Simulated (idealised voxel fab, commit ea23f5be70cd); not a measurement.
Process module under the name voxel self aligned contacts
230 nm wide, 5 nm square cells: that's cross-section cut.
Bands, listed from the top down, are how a cross-section gets written in this document; the cross-section itself is a grid of square cells, and a band is one or more rows of them. The band entry comprises the height of the band's top followed by the height of its bottom, expressed in nm, and subsequently the band's materials from left to right, each stated together with its width in nm. Where a single material is marked with the word "edge to edge", that material fills the band from edge to edge. The word "air" represents empty space. Note: height 0 marks the level under which the wafer is uniformly one material as received. Lowest band unbounded below, written "0 nm and below". When a width is written as two numbers, as in "30 to 40", the first number is the width in the top row of cells of the band and the second is the width in its bottom row, and the width changes by the same amount from each row to the next. "identical to before" for a step: no cell of the cross-section changed in that step. "Enclosed empty spaces" contains a list of empty spaces, each no smaller than 8 cells and without an open way to the top, written in the form width x height at distance with the distance from the left edge and all three in nm. Note: text after step settings on the step line = simulator remark on that step. "overlay nm", when on a step's line for a step with a mask, measures how far to the right of its planned place the mask lay; a negative measure means to the left.
[The steps planned for the process are as follows]
1: op RECEIVE | material Si
2: op OXIDIZE | depth nm 5
3: op DIRECTIONAL_DEP | material polySi | thk nm 30
4: op DIRECTIONAL_DEP | material SiN | thk nm 25
5: op MASKED_ETCH | tone cover | mask id GATE | width nm 35 | pitch nm 80 | etch materials SiN | depth nm 25 | overlay nm 0
6: op MASKED_ETCH | tone cover | mask id GATE | width nm 35 | pitch nm 80 | etch materials polySi | depth nm 30 | overlay nm 0
7: op CONFORMAL_DEP | material SiN | thk nm 10
8: op DIRECTIONAL_ETCH | etch materials SiN | depth nm 10
9: op FILL_DEP | material SiO2 | thk nm 15
10: op CMP | height nm 65
11: op PATTERN | tone open | mask id CONTACT | material resist | width nm 65 | pitch nm 80 | thk nm 15 | overlay nm 0
12: op DIRECTIONAL_ETCH | etch materials SiO2 | depth nm 70
13: op STRIP | etch materials resist
14: op CONFORMAL_DEP | material TiN | thk nm 5
15: op FILL_DEP | material Ru | thk nm 5
16: op CMP | height nm 65
17: op CONFORMAL_DEP | material SiCN | thk nm 5
[First of two wafers - as planned]
[Incoming wafer, cross-sectional view, post step 1]
- 0 nm and below  Si edge to edge
- Enclosed empty spaces: none
[Step 2 done - wafer cross-section]
- 0 nm to -5 nm  SiO2 edge to edge
- Note: structure below -5 unchanged.
[Step 3 done - wafer cross-section]
- 30 nm to 0 nm  polySi edge to edge
- Note: structure below 0 unchanged.
[Step 4 done - wafer cross-section]
- 55 nm to 30 nm  SiN edge to edge
- Note: structure below 30 unchanged.
[Step 5 done - wafer cross-section]
- 55 nm to 30 nm  air 15 nm / SiN 35 nm / air 45 nm / SiN 35 nm / air 45 nm / SiN 35 nm / air 20 nm
- Note: structure below 30 unchanged.
[Step 6 done - wafer cross-section]
- 55 nm to 30 nm  air 15 nm / SiN 35 nm / air 45 nm / SiN 35 nm / air 45 nm / SiN 35 nm / air 20 nm
- 30 nm to 0 nm  air 15 nm / polySi 35 nm / air 45 nm / polySi 35 nm / air 45 nm / polySi 35 nm / air 20 nm
- Note: structure below 0 unchanged.
[Step 7 done - wafer cross-section]
- 65 nm to 30 nm  air 5 nm / SiN 55 nm / air 25 nm / SiN 55 nm / air 25 nm / SiN 55 nm / air 10 nm
- 30 nm to 10 nm  air 5 nm / SiN 10 nm / polySi 35 nm / SiN 10 nm / air 25 nm / SiN 10 nm / polySi 35 nm / SiN 10 nm / air 25 nm / SiN 10 nm / polySi 35 nm / SiN 10 nm / air 10 nm
- 10 nm to 0 nm  SiN 15 nm / polySi 35 nm / SiN 45 nm / polySi 35 nm / SiN 45 nm / polySi 35 nm / SiN 20 nm
- Note: structure below 0 unchanged.
[Step 8 done - wafer cross-section]
- 55 nm to 30 nm  air 5 nm / SiN 55 nm / air 25 nm / SiN 55 nm / air 25 nm / SiN 55 nm / air 10 nm
- 30 nm to 0 nm  air 5 nm / SiN 10 nm / polySi 35 nm / SiN 10 nm / air 25 nm / SiN 10 nm / polySi 35 nm / SiN 10 nm / air 25 nm / SiN 10 nm / polySi 35 nm / SiN 10 nm / air 10 nm
- Note: structure below 0 unchanged.
[Step 9 done - wafer cross-section]
- 70 nm to 55 nm  SiO2 edge to edge
- 55 nm to 30 nm  SiO2 5 nm / SiN 55 nm / SiO2 25 nm / SiN 55 nm / SiO2 25 nm / SiN 55 nm / SiO2 10 nm
- 30 nm to 0 nm  SiO2 5 nm / SiN 10 nm / polySi 35 nm / SiN 10 nm / SiO2 25 nm / SiN 10 nm / polySi 35 nm / SiN 10 nm / SiO2 25 nm / SiN 10 nm / polySi 35 nm / SiN 10 nm / SiO2 10 nm
- Note: structure below 0 unchanged.
[Step 10 done - wafer cross-section]
- 65 nm to 55 nm  SiO2 edge to edge
- Note: structure below 55 unchanged.
[Step 11 done - wafer cross-section]
- 80 nm to 65 nm  resist 40 nm / air 65 nm / resist 15 nm / air 65 nm / resist 45 nm
- Note: structure below 65 unchanged.
[Step 12 done - wafer cross-section]
- 80 nm to 65 nm  resist 40 nm / air 65 nm / resist 15 nm / air 65 nm / resist 45 nm
- 65 nm to 55 nm  SiO2 40 nm / air 65 nm / SiO2 15 nm / air 65 nm / SiO2 45 nm
- 55 nm to 30 nm  SiO2 5 nm / SiN 55 nm / air 25 nm / SiN 55 nm / air 25 nm / SiN 55 nm / SiO2 10 nm
- 30 nm to 0 nm  SiO2 5 nm / SiN 10 nm / polySi 35 nm / SiN 10 nm / air 25 nm / SiN 10 nm / polySi 35 nm / SiN 10 nm / air 25 nm / SiN 10 nm / polySi 35 nm / SiN 10 nm / SiO2 10 nm
- 0 nm to -5 nm  SiO2 60 nm / air 25 nm / SiO2 55 nm / air 25 nm / SiO2 65 nm
- Note: structure below -5 unchanged.
[Step 13 done - wafer cross-section]
- 65 nm to 55 nm  SiO2 40 nm / air 65 nm / SiO2 15 nm / air 65 nm / SiO2 45 nm
- Note: structure below 55 unchanged.
[Step 14 done - wafer cross-section]
- 70 nm to 65 nm  TiN 45 nm / air 55 nm / TiN 25 nm / air 55 nm / TiN 50 nm
- 65 nm to 55 nm  SiO2 40 nm / TiN 5 to 25 nm / air 55 to 15 nm / TiN 5 to 25 nm / SiO2 15 nm / TiN 5 to 25 nm / air 55 to 15 nm / TiN 5 to 25 nm / SiO2 45 nm
- 55 nm to 30 nm  SiO2 5 nm / SiN 55 nm / TiN 5 nm / air 15 nm / TiN 5 nm / SiN 55 nm / TiN 5 nm / air 15 nm / TiN 5 nm / SiN 55 nm / SiO2 10 nm
- 30 nm to 0 nm  SiO2 5 nm / SiN 10 nm / polySi 35 nm / SiN 10 nm / TiN 5 nm / air 15 nm / TiN 5 nm / SiN 10 nm / polySi 35 nm / SiN 10 nm / TiN 5 nm / air 15 nm / TiN 5 nm / SiN 10 nm / polySi 35 nm / SiN 10 nm / SiO2 10 nm
- 0 nm to -5 nm  SiO2 60 nm / TiN 25 nm / SiO2 55 nm / TiN 25 nm / SiO2 65 nm
- Note: structure below -5 unchanged.
[Step 15 done - wafer cross-section]
- 75 nm to 70 nm  Ru edge to edge
- 70 nm to 65 nm  TiN 45 nm / Ru 55 nm / TiN 25 nm / Ru 55 nm / TiN 50 nm
- 65 nm to 55 nm  SiO2 40 nm / TiN 5 to 25 nm / Ru 55 to 15 nm / TiN 5 to 25 nm / SiO2 15 nm / TiN 5 to 25 nm / Ru 55 to 15 nm / TiN 5 to 25 nm / SiO2 45 nm
- 55 nm to 30 nm  SiO2 5 nm / SiN 55 nm / TiN 5 nm / Ru 15 nm / TiN 5 nm / SiN 55 nm / TiN 5 nm / Ru 15 nm / TiN 5 nm / SiN 55 nm / SiO2 10 nm
- 30 nm to 0 nm  SiO2 5 nm / SiN 10 nm / polySi 35 nm / SiN 10 nm / TiN 5 nm / Ru 15 nm / TiN 5 nm / SiN 10 nm / polySi 35 nm / SiN 10 nm / TiN 5 nm / Ru 15 nm / TiN 5 nm / SiN 10 nm / polySi 35 nm / SiN 10 nm / SiO2 10 nm
- Note: structure below 0 unchanged.
[Step 16 done - wafer cross-section]
- 65 nm to 55 nm  SiO2 40 nm / TiN 5 to 25 nm / Ru 55 to 15 nm / TiN 5 to 25 nm / SiO2 15 nm / TiN 5 to 25 nm / Ru 55 to 15 nm / TiN 5 to 25 nm / SiO2 45 nm
- Note: structure below 55 unchanged.
[Step 17 done - wafer cross-section]
- 70 nm to 65 nm  SiCN edge to edge
- Note: structure below 65 unchanged.
[Regarding the second of the two wafers: it shared the first wafer's starting condition and process plan, yet one error occurred during its execution. Its history coincides with that of the first wafer up to and including step 2]
[Second wafer cross-section, taken as of the time the plan sets for step 3 to be done]
- 60 nm to 0 nm  polySi edge to edge
- Note: structure below 0 unchanged.
[Second wafer cross-section, taken as of the time the plan sets for step 4 to be done]
- 85 nm to 60 nm  SiN edge to edge
- Note: structure below 60 unchanged.
[Second wafer cross-section, taken as of the time the plan sets for step 5 to be done]
- 85 nm to 60 nm  air 15 nm / SiN 35 nm / air 45 nm / SiN 35 nm / air 45 nm / SiN 35 nm / air 20 nm
- Note: structure below 60 unchanged.
[Second wafer cross-section, taken as of the time the plan sets for step 6 to be done]
- 85 nm to 60 nm  air 15 nm / SiN 35 nm / air 45 nm / SiN 35 nm / air 45 nm / SiN 35 nm / air 20 nm
- 60 nm to 30 nm  air 15 nm / polySi 35 nm / air 45 nm / polySi 35 nm / air 45 nm / polySi 35 nm / air 20 nm
- Note: structure below 30 unchanged.
[Second wafer cross-section, taken as of the time the plan sets for step 7 to be done]
- 95 nm to 60 nm  air 5 nm / SiN 55 nm / air 25 nm / SiN 55 nm / air 25 nm / SiN 55 nm / air 10 nm
- 60 nm to 40 nm  air 5 nm / SiN 10 nm / polySi 35 nm / SiN 10 nm / air 25 nm / SiN 10 nm / polySi 35 nm / SiN 10 nm / air 25 nm / SiN 10 nm / polySi 35 nm / SiN 10 nm / air 10 nm
- 40 nm to 30 nm  SiN 15 nm / polySi 35 nm / SiN 45 nm / polySi 35 nm / SiN 45 nm / polySi 35 nm / SiN 20 nm
- Note: structure below 30 unchanged.
[Second wafer cross-section, taken as of the time the plan sets for step 8 to be done]
- 85 nm to 60 nm  air 5 nm / SiN 55 nm / air 25 nm / SiN 55 nm / air 25 nm / SiN 55 nm / air 10 nm
- 60 nm to 30 nm  air 5 nm / SiN 10 nm / polySi 35 nm / SiN 10 nm / air 25 nm / SiN 10 nm / polySi 35 nm / SiN 10 nm / air 25 nm / SiN 10 nm / polySi 35 nm / SiN 10 nm / air 10 nm
- Note: structure below 30 unchanged.
[Second wafer cross-section, taken as of the time the plan sets for step 9 to be done]
- 100 nm to 85 nm  SiO2 edge to edge
- 85 nm to 60 nm  SiO2 5 nm / SiN 55 nm / SiO2 25 nm / SiN 55 nm / SiO2 25 nm / SiN 55 nm / SiO2 10 nm
- 60 nm to 30 nm  SiO2 5 nm / SiN 10 nm / polySi 35 nm / SiN 10 nm / SiO2 25 nm / SiN 10 nm / polySi 35 nm / SiN 10 nm / SiO2 25 nm / SiN 10 nm / polySi 35 nm / SiN 10 nm / SiO2 10 nm
- Note: structure below 30 unchanged.
[Second wafer cross-section, taken as of the time the plan sets for step 10 to be done]
- 65 nm to 60 nm  SiO2 5 nm / SiN 55 nm / SiO2 25 nm / SiN 55 nm / SiO2 25 nm / SiN 55 nm / SiO2 10 nm
- Note: structure below 60 unchanged.
[Second wafer cross-section, taken as of the time the plan sets for step 11 to be done]
- 80 nm to 65 nm  resist 40 nm / air 65 nm / resist 15 nm / air 65 nm / resist 45 nm
- Note: structure below 65 unchanged.
[Second wafer cross-section, taken as of the time the plan sets for step 12 to be done]
- 80 nm to 65 nm  resist 40 nm / air 65 nm / resist 15 nm / air 65 nm / resist 45 nm
- 65 nm to 60 nm  SiO2 5 nm / SiN 55 nm / air 25 nm / SiN 55 nm / air 25 nm / SiN 55 nm / SiO2 10 nm
- 60 nm to 30 nm  SiO2 5 nm / SiN 10 nm / polySi 35 nm / SiN 10 nm / air 25 nm / SiN 10 nm / polySi 35 nm / SiN 10 nm / air 25 nm / SiN 10 nm / polySi 35 nm / SiN 10 nm / SiO2 10 nm
- Note: structure below 30 unchanged.
[Second wafer cross-section, taken as of the time the plan sets for step 13 to be done]
- 65 nm to 60 nm  SiO2 5 nm / SiN 55 nm / air 25 nm / SiN 55 nm / air 25 nm / SiN 55 nm / SiO2 10 nm
- Note: structure below 60 unchanged.
[Second wafer cross-section, taken as of the time the plan sets for step 14 to be done]
- 70 nm to 65 nm  TiN 65 nm / air 15 nm / TiN 65 nm / air 15 nm / TiN 70 nm
- 65 nm to 60 nm  SiO2 5 nm / SiN 55 nm / TiN 5 nm / air 15 nm / TiN 5 nm / SiN 55 nm / TiN 5 nm / air 15 nm / TiN 5 nm / SiN 55 nm / SiO2 10 nm
- 60 nm to 35 nm  SiO2 5 nm / SiN 10 nm / polySi 35 nm / SiN 10 nm / TiN 5 nm / air 15 nm / TiN 5 nm / SiN 10 nm / polySi 35 nm / SiN 10 nm / TiN 5 nm / air 15 nm / TiN 5 nm / SiN 10 nm / polySi 35 nm / SiN 10 nm / SiO2 10 nm
- 35 nm to 30 nm  SiO2 5 nm / SiN 10 nm / polySi 35 nm / SiN 10 nm / TiN 25 nm / SiN 10 nm / polySi 35 nm / SiN 10 nm / TiN 25 nm / SiN 10 nm / polySi 35 nm / SiN 10 nm / SiO2 10 nm
- Note: structure below 30 unchanged.
[Second wafer cross-section, taken as of the time the plan sets for step 15 to be done]
- 75 nm to 70 nm  Ru edge to edge
- 70 nm to 65 nm  TiN 65 nm / Ru 15 nm / TiN 65 nm / Ru 15 nm / TiN 70 nm
- 65 nm to 60 nm  SiO2 5 nm / SiN 55 nm / TiN 5 nm / Ru 15 nm / TiN 5 nm / SiN 55 nm / TiN 5 nm / Ru 15 nm / TiN 5 nm / SiN 55 nm / SiO2 10 nm
- 60 nm to 35 nm  SiO2 5 nm / SiN 10 nm / polySi 35 nm / SiN 10 nm / TiN 5 nm / Ru 15 nm / TiN 5 nm / SiN 10 nm / polySi 35 nm / SiN 10 nm / TiN 5 nm / Ru 15 nm / TiN 5 nm / SiN 10 nm / polySi 35 nm / SiN 10 nm / SiO2 10 nm
- Note: structure below 35 unchanged.
[Second wafer cross-section, taken as of the time the plan sets for step 16 to be done]
- 65 nm to 60 nm  SiO2 5 nm / SiN 55 nm / TiN 5 nm / Ru 15 nm / TiN 5 nm / SiN 55 nm / TiN 5 nm / Ru 15 nm / TiN 5 nm / SiN 55 nm / SiO2 10 nm
- Note: structure below 60 unchanged.
[Second wafer cross-section, taken as of the time the plan sets for step 17 to be done]
- 70 nm to 65 nm  SiCN edge to edge
- Note: structure below 65 unchanged.
What went wrong in running the wafer? step 3 of the plan was performed twice
End of process, cell counts, second wafer against first, materials with more or fewer: 58 fewer of Ru | 132 fewer of SiN | 42 fewer of SiO2 | 44 fewer of TiN | 276 more of polySi
